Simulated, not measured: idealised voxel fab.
The process module presented herein is designated voxel gate over fins.
Pictured: cross-section cut, 270 nm wide, on a grid of 5 nm square cells.
Cross-sections here: square-cell grids, written as top-down lists of bands, a band being one or more rows of cells. Look at the band entry: it leads with the top's height and the bottom's height in nm. Then it lists the materials left to right, with a width in nm for each. The word "everywhere" on a single material says that material fills the band edge to edge. The word "air" is empty space. The reference from which all heights are counted is 0, the level beneath which the as-received wafer is entirely one material; the lowest band, having no lower bound, proceeds downward and is written after the example "top 0, no bottom". The width entry "30 to 40" should be interpreted row by row: the top row of cells in the band takes the first number, the bottom row takes the second number, and the change between adjacent rows is uniform throughout. "nothing altered" after a step means that no cell of the cross-section changed. "Completely enclosed voids" specifies each empty space that is not open to the top and that occupies no fewer than 8 cells, using the form width x height at distance, the distance measured from the left edge and all three quantities in nm. Formally, on a step line, whatever follows the settings is a remark that the simulator itself makes on the step. overlay nm: for a step with a mask, the amount by which the mask lay right of where it was planned; a negative amount means left of it. Note: before/after cross-section pairs follow, one process step per pair, after-side truncated at the lowest changed band, step and settings given beneath. Different runs of this module on the same starting wafer may supply the pairs; a pair continues the one above only where the "Pre-step section" entry says so.
# Pre-step section
  top 5, bottom 0 = SiO2 85 / SiN 20 / SiO2 20 / SiN 20 / SiO2 20 / SiN 20 / SiO2 85
  top 0, bottom -40 = SiO2 90 / Si 10 / SiO2 30 / Si 10 / SiO2 30 / Si 10 / SiO2 90
  top -40, no bottom = Si everywhere
  Completely enclosed voids: none
# Post-Process Section
  top 5, bottom 0 = air 85 / SiN 20 / air 20 / SiN 20 / air 20 / SiN 20 / air 85
  top 0, bottom -10 = air 90 / Si 10 / air 30 / Si 10 / air 30 / Si 10 / air 90
  Below -10 it's all the same as before, nothing changed down there.
  Completely enclosed voids: none
What step was run between the cross-section before it and the cross-section after it, both above? SELECTIVE_ETCH,etch materials SiO2,depth nm 15
Pre-step section: no separate figure, the pair right above already shows it after its step.
# Post-Process Section
  top 0, bottom -10 = air 90 / Si 10 / air 30 / Si 10 / air 30 / Si 10 / air 90
  Below -10 it's all the same as before, nothing changed down there.
  Completely enclosed voids: none
What step was run between the cross-section before it and the cross-section after it, both above? STRIP,etch materials SiN
Pre-step section: no separate figure, the pair right above already shows it after its step.
# Post-Process Section
  top 5, bottom 0 = air 85 / HfO2 20 / air 20 / HfO2 20 / air 20 / HfO2 20 / air 85
  top 0, bottom -5 = air 85 / HfO2 5 / Si 10 / HfO2 5 / air 20 / HfO2 5 / Si 10 / HfO2 5 / air 20 / HfO2 5 / Si 10 / HfO2 5 / air 85
  top -5, bottom -10 = HfO2 90 / Si 10 / HfO2 30 / Si 10 / HfO2 30 / Si 10 / HfO2 90
  Below -10 it's all the same as before, nothing changed down there.
  Completely enclosed voids: none
What step was run between the cross-section before it and the cross-section after it, both above? CONFORMAL_DEP,material HfO2,thk nm 5
Pre-step section: no separate figure, the pair right above already shows it after its step.
# Post-Process Section
  top 10, bottom 5 = air 80 / TiN 30 / air 10 / TiN 30 / air 10 / TiN 30 / air 80
  top 5, bottom 0 = air 80 / TiN 5 / HfO2 20 / TiN 5 / air 10 / TiN 5 / HfO2 20 / TiN 5 / air 10 / TiN 5 / HfO2 20 / TiN 5 / air 80
  top 0, bottom -5 = TiN 85 / HfO2 5 / Si 10 / HfO2 5 / TiN 20 / HfO2 5 / Si 10 / HfO2 5 / TiN 20 / HfO2 5 / Si 10 / HfO2 5 / TiN 85
  Below -5 it's all the same as before, nothing changed down there.
  Completely enclosed voids: none
What step was run between the cross-section before it and the cross-section after it, both above? CONFORMAL_DEP,material TiN,thk nm 5
Pre-step section: no separate figure, the pair right above already shows it after its step.
# Post-Process Section
  top 15, bottom 10 = air 75 / TiAl 120 / air 75
  top 10, bottom 5 = air 75 / TiAl 5 / TiN 30 / TiAl 10 / TiN 30 / TiAl 10 / TiN 30 / TiAl 5 / air 75
  top 5, bottom 0 = TiAl 80 / TiN 5 / HfO2 20 / TiN 5 / TiAl 10 / TiN 5 / HfO2 20 / TiN 5 / TiAl 10 / TiN 5 / HfO2 20 / TiN 5 / TiAl 80
  Below 0 it's all the same as before, nothing changed down there.
  Completely enclosed voids: none
What step was run between the cross-section before it and the cross-section after it, both above? CONFORMAL_DEP,material TiAl,thk nm 5
Pre-step section: no separate figure, the pair right above already shows it after its step.
# Post-Process Section
  top 20, bottom 15 = air 70 / TiN 130 / air 70
  top 15, bottom 10 = air 70 / TiN 5 / TiAl 120 / TiN 5 / air 70
  top 10, bottom 5 = TiN 75 / TiAl 5 / TiN 30 / TiAl 10 / TiN 30 / TiAl 10 / TiN 30 / TiAl 5 / TiN 75
  Below 5 it's all the same as before, nothing changed down there.
  Completely enclosed voids: none
What step was run between the cross-section before it and the cross-section after it, both above? CONFORMAL_DEP,material TiN,thk nm 5
Pre-step section: no separate figure, the pair right above already shows it after its step.
# Post-Process Section
  top 35, bottom 20 = W everywhere
  top 20, bottom 15 = W 70 / TiN 130 / W 70
  top 15, bottom 10 = W 70 / TiN 5 / TiAl 120 / TiN 5 / W 70
  Below 10 it's all the same as before, nothing changed down there.
  Completely enclosed voids: none
What step was run between the cross-section before it and the cross-section after it, both above? FILL_DEP,material W,thk nm 15
Pre-step section: no separate figure, the pair right above already shows it after its step.
# Post-Process Section
  top 30, bottom 20 = W everywhere
  Below 20 it's all the same as before, nothing changed down there.
  Completely enclosed voids: none
What step was run between the cross-section before it and the cross-section after it, both above? CMP,height nm 30
Pre-step section: no separate figure, the pair right above already shows it after its step.
# Post-Process Section
  top 40, bottom 30 = SiN everywhere
  Below 30 it's all the same as before, nothing changed down there.
  Completely enclosed voids: none
What step was run between the cross-section before it and the cross-section after it, both above? CONFORMAL_DEP,material SiN,thk nm 10
# Pre-step section
  top 5, bottom 0 = SiN everywhere
  top 0, no bottom = Si everywhere
  Completely enclosed voids: none
# Post-Process Section
  top 20, bottom 5 = air 90 / resist 15 / air 25 / resist 15 / air 25 / resist 15 / air 85
  Below 5 it's all the same as before, nothing changed down there.
  Completely enclosed voids: none
What step was run between the cross-section before it and the cross-section after it, both above? PATTERN,tone cover,mask id FINS,material resist,width nm 15,pitch nm 40,thk nm 15,overlay nm 5
Pre-step section: no separate figure, the pair right above already shows it after its step.
# Post-Process Section
  top 20, bottom 5 = air 90 / resist 15 / air 25 / resist 15 / air 25 / resist 15 / air 85
  top 5, bottom 0 = air 90 / SiN 15 / air 25 / SiN 15 / air 25 / SiN 15 / air 85
  Below 0 it's all the same as before, nothing changed down there.
  Completely enclosed voids: none
What step was run between the cross-section before it and the cross-section after it, both above? DIRECTIONAL_ETCH,etch materials SiN,depth nm 5
Pre-step section: no separate figure, the pair right above already shows it after its step.
# Post-Process Section
  top 20, bottom 5 = air 90 / resist 15 / air 25 / resist 15 / air 25 / resist 15 / air 85
  top 5, bottom 0 = air 90 / SiN 15 / air 25 / SiN 15 / air 25 / SiN 15 / air 85
  top 0, bottom -35 = air 90 / Si 15 / air 25 / Si 15 / air 25 / Si 15 / air 85
  Below -35 it's all the same as before, nothing changed down there.
  Completely enclosed voids: none
What step was run between the cross-section before it and the cross-section after it, both above? DIRECTIONAL_ETCH,etch materials Si,depth nm 35
Pre-step section: no separate figure, the pair right above already shows it after its step.
# Post-Process Section
  top 5, bottom 0 = air 90 / SiN 15 / air 25 / SiN 15 / air 25 / SiN 15 / air 85
  Below 0 it's all the same as before, nothing changed down there.
  Completely enclosed voids: none
What step was run between the cross-section before it and the cross-section after it, both above? STRIP,etch materials resist
Pre-step section: no separate figure, the pair right above already shows it after its step.
# Post-Process Section
  top 5, bottom 0 = air 90 / SiN 15 / air 25 / SiN 15 / air 25 / SiN 15 / air 85
  top 0, bottom -35 = air 90 / SiO2 5 / Si 5 / SiO2 5 / air 25 / SiO2 5 / Si 5 / SiO2 5 / air 25 / SiO2 5 / Si 5 / SiO2 5 / air 85
  top -35, bottom -40 = SiO2 95 / Si 5 / SiO2 35 / Si 5 / SiO2 35 / Si 5 / SiO2 90
  Below -40 it's all the same as before, nothing changed down there.
  Completely enclosed voids: none
What step was run between the cross-section before it and the cross-section after it, both above? OXIDIZE,depth nm 5
Pre-step section: no separate figure, the pair right above already shows it after its step.
# Post-Process Section
  top 20, bottom 5 = SiO2 everywhere
  top 5, bottom 0 = SiO2 90 / SiN 15 / SiO2 25 / SiN 15 / SiO2 25 / SiN 15 / SiO2 85
  top 0, bottom -40 = SiO2 95 / Si 5 / SiO2 35 / Si 5 / SiO2 35 / Si 5 / SiO2 90
  Below -40 it's all the same as before, nothing changed down there.
  Completely enclosed voids: none
What step was run between the cross-section before it and the cross-section after it, both above? FILL_DEP,material SiO2,thk nm 15
Pre-step section: no separate figure, the pair right above already shows it after its step.
# Post-Process Section
  top 5, bottom 0 = SiO2 90 / SiN 15 / SiO2 25 / SiN 15 / SiO2 25 / SiN 15 / SiO2 85
  Below 0 it's all the same as before, nothing changed down there.
  Completely enclosed voids: none
What step was run between the cross-section before it and the cross-section after it, both above? CMP,height nm 5
Pre-step section: no separate figure, the pair right above already shows it after its step.
# Post-Process Section
  top 5, bottom 0 = air 90 / SiN 15 / air 25 / SiN 15 / air 25 / SiN 15 / air 85
  top 0, bottom -10 = air 95 / Si 5 / air 35 / Si 5 / air 35 / Si 5 / air 90
  Below -10 it's all the same as before, nothing changed down there.
  Completely enclosed voids: none
What step was run between the cross-section before it and the cross-section after it, both above? SELECTIVE_ETCH,etch materials SiO2,depth nm 15
Pre-step section: no separate figure, the pair right above already shows it after its step.
# Post-Process Section
  top 0, bottom -10 = air 95 / Si 5 / air 35 / Si 5 / air 35 / Si 5 / air 90
  Below -10 it's all the same as before, nothing changed down there.
  Completely enclosed voids: none
What step was run between the cross-section before it and the cross-section after it, both above? STRIP,etch materials SiN
Pre-step section: no separate figure, the pair right above already shows it after its step.
# Post-Process Section
  top 5, bottom 0 = air 90 / HfO2 15 / air 25 / HfO2 15 / air 25 / HfO2 15 / air 85
  top 0, bottom -5 = air 90 / HfO2 5 / Si 5 / HfO2 5 / air 25 / HfO2 5 / Si 5 / HfO2 5 / air 25 / HfO2 5 / Si 5 / HfO2 5 / air 85
  top -5, bottom -10 = HfO2 95 / Si 5 / HfO2 35 / Si 5 / HfO2 35 / Si 5 / HfO2 90
  Below -10 it's all the same as before, nothing changed down there.
  Completely enclosed voids: none
What step was run between the cross-section before it and the cross-section after it, both above? CONFORMAL_DEP,material HfO2,thk nm 5
Pre-step section: no separate figure, the pair right above already shows it after its step.
# Post-Process Section
  top 10, bottom 5 = air 85 / TiN 25 / air 15 / TiN 25 / air 15 / TiN 25 / air 80
  top 5, bottom 0 = air 85 / TiN 5 / HfO2 15 / TiN 5 / air 15 / TiN 5 / HfO2 15 / TiN 5 / air 15 / TiN 5 / HfO2 15 / TiN 5 / air 80
  top 0, bottom -5 = TiN 90 / HfO2 5 / Si 5 / HfO2 5 / TiN 25 / HfO2 5 / Si 5 / HfO2 5 / TiN 25 / HfO2 5 / Si 5 / HfO2 5 / TiN 85
  Below -5 it's all the same as before, nothing changed down there.
  Completely enclosed voids: none
What step was run between the cross-section before it and the cross-section after it, both above? CONFORMAL_DEP,material TiN,thk nm 5
Pre-step section: no separate figure, the pair right above already shows it after its step.
# Post-Process Section
  top 15, bottom 10 = air 80 / TiAl 35 / air 5 / TiAl 35 / air 5 / TiAl 35 / air 75
  top 10, bottom 5 = air 80 / TiAl 5 / TiN 25 / TiAl 5 / air 5 / TiAl 5 / TiN 25 / TiAl 5 / air 5 / TiAl 5 / TiN 25 / TiAl 5 / air 75
  top 5, bottom 0 = TiAl 85 / TiN 5 / HfO2 15 / TiN 5 / TiAl 15 / TiN 5 / HfO2 15 / TiN 5 / TiAl 15 / TiN 5 / HfO2 15 / TiN 5 / TiAl 80
  Below 0 it's all the same as before, nothing changed down there.
  Completely enclosed voids: none
What step was run between the cross-section before it and the cross-section after it, both above? CONFORMAL_DEP,material TiAl,thk nm 5
Pre-step section: no separate figure, the pair right above already shows it after its step.
# Post-Process Section
  top 20, bottom 15 = air 75 / TiN 125 / air 70
  top 15, bottom 10 = air 75 / TiN 5 / TiAl 35 / TiN 5 / TiAl 35 / TiN 5 / TiAl 35 / TiN 5 / air 70
  top 10, bottom 5 = TiN 80 / TiAl 5 / TiN 25 / TiAl 5 / TiN 5 / TiAl 5 / TiN 25 / TiAl 5 / TiN 5 / TiAl 5 / TiN 25 / TiAl 5 / TiN 75
  Below 5 it's all the same as before, nothing changed down there.
  Completely enclosed voids: none
What step was run between the cross-section before it and the cross-section after it, both above? CONFORMAL_DEP,material TiN,thk nm 5
Pre-step section: no separate figure, the pair right above already shows it after its step.
# Post-Process Section
  top 35, bottom 20 = W everywhere
  top 20, bottom 15 = W 75 / TiN 125 / W 70
  top 15, bottom 10 = W 75 / TiN 5 / TiAl 35 / TiN 5 / TiAl 35 / TiN 5 / TiAl 35 / TiN 5 / W 70
  Below 10 it's all the same as before, nothing changed down there.
  Completely enclosed voids: none
What step was run between the cross-section before it and the cross-section after it, both above? FILL_DEP,material W,thk nm 15
Pre-step section: no separate figure, the pair right above already shows it after its step.
# Post-Process Section
  top 30, bottom 20 = W everywhere
  Below 20 it's all the same as before, nothing changed down there.
  Completely enclosed voids: none
What step was run between the cross-section before it and the cross-section after it, both above? CMP,height nm 30
Pre-step section: no separate figure, the pair right above already shows it after its step.
# Post-Process Section
  top 40, bottom 30 = SiN everywhere
  Below 30 it's all the same as before, nothing changed down there.
  Completely enclosed voids: none
What step was run between the cross-section before it and the cross-section after it, both above? CONFORMAL_DEP,material SiN,thk nm 10
# Pre-step section
  top 0, bottom -10 = air 90 / Si 5 / air 35 / Si 5 / air 35 / Si 5 / air 95
  top -10, bottom -40 = SiO2 90 / Si 5 / SiO2 35 / Si 5 / SiO2 35 / Si 5 / SiO2 95
  top -40, no bottom = Si everywhere
  Completely enclosed voids: none
# Post-Process Section
  top 5, bottom 0 = air 85 / SiN 15 / air 25 / SiN 15 / air 25 / SiN 15 / air 90
  top 0, bottom -5 = air 85 / SiN 5 / Si 5 / SiN 5 / air 25 / SiN 5 / Si 5 / SiN 5 / air 25 / SiN 5 / Si 5 / SiN 5 / air 90
  top -5, bottom -10 = SiN 90 / Si 5 / SiN 35 / Si 5 / SiN 35 / Si 5 / SiN 95
  Below -10 it's all the same as before, nothing changed down there.
  Completely enclosed voids: none
What step was run between the cross-section before it and the cross-section after it, both above? CONFORMAL_DEP,material SiN,thk nm 5
Pre-step section: no separate figure, the pair right above already shows it after its step.
# Post-Process Section
  top 10, bottom 5 = air 80 / TiN 25 / air 15 / TiN 25 / air 15 / TiN 25 / air 85
  top 5, bottom 0 = air 80 / TiN 5 / SiN 15 / TiN 5 / air 15 / TiN 5 / SiN 15 / TiN 5 / air 15 / TiN 5 / SiN 15 / TiN 5 / air 85
  top 0, bottom -5 = TiN 85 / SiN 5 / Si 5 / SiN 5 / TiN 25 / SiN 5 / Si 5 / SiN 5 / TiN 25 / SiN 5 / Si 5 / SiN 5 / TiN 90
  Below -5 it's all the same as before, nothing changed down there.
  Completely enclosed voids: none
What step was run between the cross-section before it and the cross-section after it, both above? CONFORMAL_DEP,material TiN,thk nm 5
Pre-step section: no separate figure, the pair right above already shows it after its step.
# Post-Process Section
  top 15, bottom 10 = air 75 / TiAl 35 / air 5 / TiAl 35 / air 5 / TiAl 35 / air 80
  top 10, bottom 5 = air 75 / TiAl 5 / TiN 25 / TiAl 5 / air 5 / TiAl 5 / TiN 25 / TiAl 5 / air 5 / TiAl 5 / TiN 25 / TiAl 5 / air 80
  top 5, bottom 0 = TiAl 80 / TiN 5 / SiN 15 / TiN 5 / TiAl 15 / TiN 5 / SiN 15 / TiN 5 / TiAl 15 / TiN 5 / SiN 15 / TiN 5 / TiAl 85
  Below 0 it's all the same as before, nothing changed down there.
  Completely enclosed voids: none
What step was run between the cross-section before it and the cross-section after it, both above? CONFORMAL_DEP,material TiAl,thk nm 5
Pre-step section: no separate figure, the pair right above already shows it after its step.
# Post-Process Section
  top 20, bottom 15 = air 70 / TiN 125 / air 75
  top 15, bottom 10 = air 70 / TiN 5 / TiAl 35 / TiN 5 / TiAl 35 / TiN 5 / TiAl 35 / TiN 5 / air 75
  top 10, bottom 5 = TiN 75 / TiAl 5 / TiN 25 / TiAl 5 / TiN 5 / TiAl 5 / TiN 25 / TiAl 5 / TiN 5 / TiAl 5 / TiN 25 / TiAl 5 / TiN 80
  Below 5 it's all the same as before, nothing changed down there.
  Completely enclosed voids: none
What step was run between the cross-section before it and the cross-section after it, both above? CONFORMAL_DEP,material TiN,thk nm 5
Pre-step section: no separate figure, the pair right above already shows it after its step.
# Post-Process Section
  top 35, bottom 20 = W everywhere
  top 20, bottom 15 = W 70 / TiN 125 / W 75
  top 15, bottom 10 = W 70 / TiN 5 / TiAl 35 / TiN 5 / TiAl 35 / TiN 5 / TiAl 35 / TiN 5 / W 75
  Below 10 it's all the same as before, nothing changed down there.
  Completely enclosed voids: none
What step was run between the cross-section before it and the cross-section after it, both above? FILL_DEP,material W,thk nm 15
Pre-step section: no separate figure, the pair right above already shows it after its step.
# Post-Process Section
  top 30, bottom 20 = W everywhere
  Below 20 it's all the same as before, nothing changed down there.
  Completely enclosed voids: none
What step was run between the cross-section before it and the cross-section after it, both above? CMP,height nm 30
Pre-step section: no separate figure, the pair right above already shows it after its step.
# Post-Process Section
  top 40, bottom 30 = SiN everywhere
  Below 30 it's all the same as before, nothing changed down there.
  Completely enclosed voids: none
What step was run between the cross-section before it and the cross-section after it, both above? CONFORMAL_DEP,material SiN,thk nm 10
# Pre-step section
  top 5, bottom 0 = SiN everywhere
  top 0, no bottom = Si everywhere
  Completely enclosed voids: none
# Post-Process Section
  top 20, bottom 5 = resist 85 / air 15 / resist 25 / air 15 / resist 25 / air 15 / resist 90
  Below 5 it's all the same as before, nothing changed down there.
  Completely enclosed voids: none
What step was run between the cross-section before it and the cross-section after it, both above? PATTERN,tone open,mask id FINS,material resist,width nm 15,pitch nm 40,thk nm 15,overlay nm 0
Pre-step section: no separate figure, the pair right above already shows it after its step.
# Post-Process Section
  top 20, bottom 5 = resist 85 / air 15 / resist 25 / air 15 / resist 25 / air 15 / resist 90
  top 5, bottom 0 = SiN 85 / air 15 / SiN 25 / air 15 / SiN 25 / air 15 / SiN 90
  Below 0 it's all the same as before, nothing changed down there.
  Completely enclosed voids: none
What step was run between the cross-section before it and the cross-section after it, both above? DIRECTIONAL_ETCH,etch materials SiN,depth nm 5
Pre-step section: no separate figure, the pair right above already shows it after its step.
# Post-Process Section
  top 20, bottom 5 = resist 85 / air 15 / resist 25 / air 15 / resist 25 / air 15 / resist 90
  top 5, bottom 0 = SiN 85 / air 15 / SiN 25 / air 15 / SiN 25 / air 15 / SiN 90
  top 0, bottom -35 = Si 85 / air 15 / Si 25 / air 15 / Si 25 / air 15 / Si 90
  Below -35 it's all the same as before, nothing changed down there.
  Completely enclosed voids: none
What step was run between the cross-section before it and the cross-section after it, both above? DIRECTIONAL_ETCH,etch materials Si,depth nm 35
Pre-step section: no separate figure, the pair right above already shows it after its step.
# Post-Process Section
  top 5, bottom 0 = SiN 85 / air 15 / SiN 25 / air 15 / SiN 25 / air 15 / SiN 90
  Below 0 it's all the same as before, nothing changed down there.
  Completely enclosed voids: none
What step was run between the cross-section before it and the cross-section after it, both above? STRIP,etch materials resist
Pre-step section: no separate figure, the pair right above already shows it after its step.
# Post-Process Section
  top 5, bottom 0 = SiN 85 / air 15 / SiN 25 / air 15 / SiN 25 / air 15 / SiN 90
  top 0, bottom -35 = Si 80 / SiO2 5 / air 15 / SiO2 5 / Si 15 / SiO2 5 / air 15 / SiO2 5 / Si 15 / SiO2 5 / air 15 / SiO2 5 / Si 85
  top -35, bottom -40 = Si 80 / SiO2 25 / Si 15 / SiO2 25 / Si 15 / SiO2 25 / Si 85
  Below -40 it's all the same as before, nothing changed down there.
  Completely enclosed voids: none
What step was run between the cross-section before it and the cross-section after it, both above? OXIDIZE,depth nm 5
Pre-step section: no separate figure, the pair right above already shows it after its step.
# Post-Process Section
  top 20, bottom 5 = SiO2 everywhere
  top 5, bottom 0 = SiN 85 / SiO2 15 / SiN 25 / SiO2 15 / SiN 25 / SiO2 15 / SiN 90
  top 0, bottom -40 = Si 80 / SiO2 25 / Si 15 / SiO2 25 / Si 15 / SiO2 25 / Si 85
  Below -40 it's all the same as before, nothing changed down there.
  Completely enclosed voids: none
What step was run between the cross-section before it and the cross-section after it, both above? FILL_DEP,material SiO2,thk nm 15
Pre-step section: no separate figure, the pair right above already shows it after its step.
# Post-Process Section
  top 5, bottom 0 = SiN 85 / SiO2 15 / SiN 25 / SiO2 15 / SiN 25 / SiO2 15 / SiN 90
  Below 0 it's all the same as before, nothing changed down there.
  Completely enclosed voids: none
What step was run between the cross-section before it and the cross-section after it, both above? CMP,height nm 5
Pre-step section: no separate figure, the pair right above already shows it after its step.
# Post-Process Section
  top 5, bottom 0 = SiN 85 / air 15 / SiN 25 / air 15 / SiN 25 / air 15 / SiN 90
  top 0, bottom -10 = Si 80 / air 25 / Si 15 / air 25 / Si 15 / air 25 / Si 85
  Below -10 it's all the same as before, nothing changed down there.
  Completely enclosed voids: none
What step was run between the cross-section before it and the cross-section after it, both above? SELECTIVE_ETCH,etch materials SiO2,depth nm 15
Pre-step section: no separate figure, the pair right above already shows it after its step.
# Post-Process Section
  top 0, bottom -10 = Si 80 / air 25 / Si 15 / air 25 / Si 15 / air 25 / Si 85
  Below -10 it's all the same as before, nothing changed down there.
  Completely enclosed voids: none
What step was run between the cross-section before it and the cross-section after it, both above? STRIP,etch materials SiN
Pre-step section: no separate figure, the pair right above already shows it after its step.
# Post-Process Section
  top 5, bottom 0 = HfO2 85 / air 15 / HfO2 25 / air 15 / HfO2 25 / air 15 / HfO2 90
  top 0, bottom -5 = Si 80 / HfO2 5 / air 15 / HfO2 5 / Si 15 / HfO2 5 / air 15 / HfO2 5 / Si 15 / HfO2 5 / air 15 / HfO2 5 / Si 85
  top -5, bottom -10 = Si 80 / HfO2 25 / Si 15 / HfO2 25 / Si 15 / HfO2 25 / Si 85
  Below -10 it's all the same as before, nothing changed down there.
  Completely enclosed voids: none
What step was run between the cross-section before it and the cross-section after it, both above? CONFORMAL_DEP,material HfO2,thk nm 5
Pre-step section: no separate figure, the pair right above already shows it after its step.
# Post-Process Section
  top 10, bottom 5 = TiN 90 / air 5 / TiN 35 / air 5 / TiN 35 / air 5 / TiN 95
  top 5, bottom 0 = HfO2 85 / TiN 5 / air 5 / TiN 5 / HfO2 25 / TiN 5 / air 5 / TiN 5 / HfO2 25 / TiN 5 / air 5 / TiN 5 / HfO2 90
  top 0, bottom -5 = Si 80 / HfO2 5 / TiN 15 / HfO2 5 / Si 15 / HfO2 5 / TiN 15 / HfO2 5 / Si 15 / HfO2 5 / TiN 15 / HfO2 5 / Si 85
  Below -5 it's all the same as before, nothing changed down there.
  Completely enclosed voids: none
What step was run between the cross-section before it and the cross-section after it, both above? CONFORMAL_DEP,material TiN,thk nm 5
Pre-step section: no separate figure, the pair right above already shows it after its step.
# Post-Process Section
  top 15, bottom 10 = TiAl everywhere
  top 10, bottom 5 = TiN 90 / TiAl 5 / TiN 35 / TiAl 5 / TiN 35 / TiAl 5 / TiN 95
  top 5, bottom 0 = HfO2 85 / TiN 5 / TiAl 5 / TiN 5 / HfO2 25 / TiN 5 / TiAl 5 / TiN 5 / HfO2 25 / TiN 5 / TiAl 5 / TiN 5 / HfO2 90
  Below 0 it's all the same as before, nothing changed down there.
  Completely enclosed voids: none
What step was run between the cross-section before it and the cross-section after it, both above? CONFORMAL_DEP,material TiAl,thk nm 5
Pre-step section: no separate figure, the pair right above already shows it after its step.
# Post-Process Section
  top 20, bottom 15 = TiN everywhere
  Below 15 it's all the same as before, nothing changed down there.
  Completely enclosed voids: none
What step was run between the cross-section before it and the cross-section after it, both above? CONFORMAL_DEP,material TiN,thk nm 5
Pre-step section: no separate figure, the pair right above already shows it after its step.
# Post-Process Section
  top 35, bottom 20 = W everywhere
  Below 20 it's all the same as before, nothing changed down there.
  Completely enclosed voids: none
What step was run between the cross-section before it and the cross-section after it, both above? FILL_DEP,material W,thk nm 15
Pre-step section: no separate figure, the pair right above already shows it after its step.
# Post-Process Section
  top 30, bottom 20 = W everywhere
  Below 20 it's all the same as before, nothing changed down there.
  Completely enclosed voids: none
What step was run between the cross-section before it and the cross-section after it, both above? CMP,height nm 30
Pre-step section: no separate figure, the pair right above already shows it after its step.
# Post-Process Section
  top 40, bottom 30 = SiN everywhere
  Below 30 it's all the same as before, nothing changed down there.
  Completely enclosed voids: none
What step was run between the cross-section before it and the cross-section after it, both above? CONFORMAL_DEP,material SiN,thk nm 10
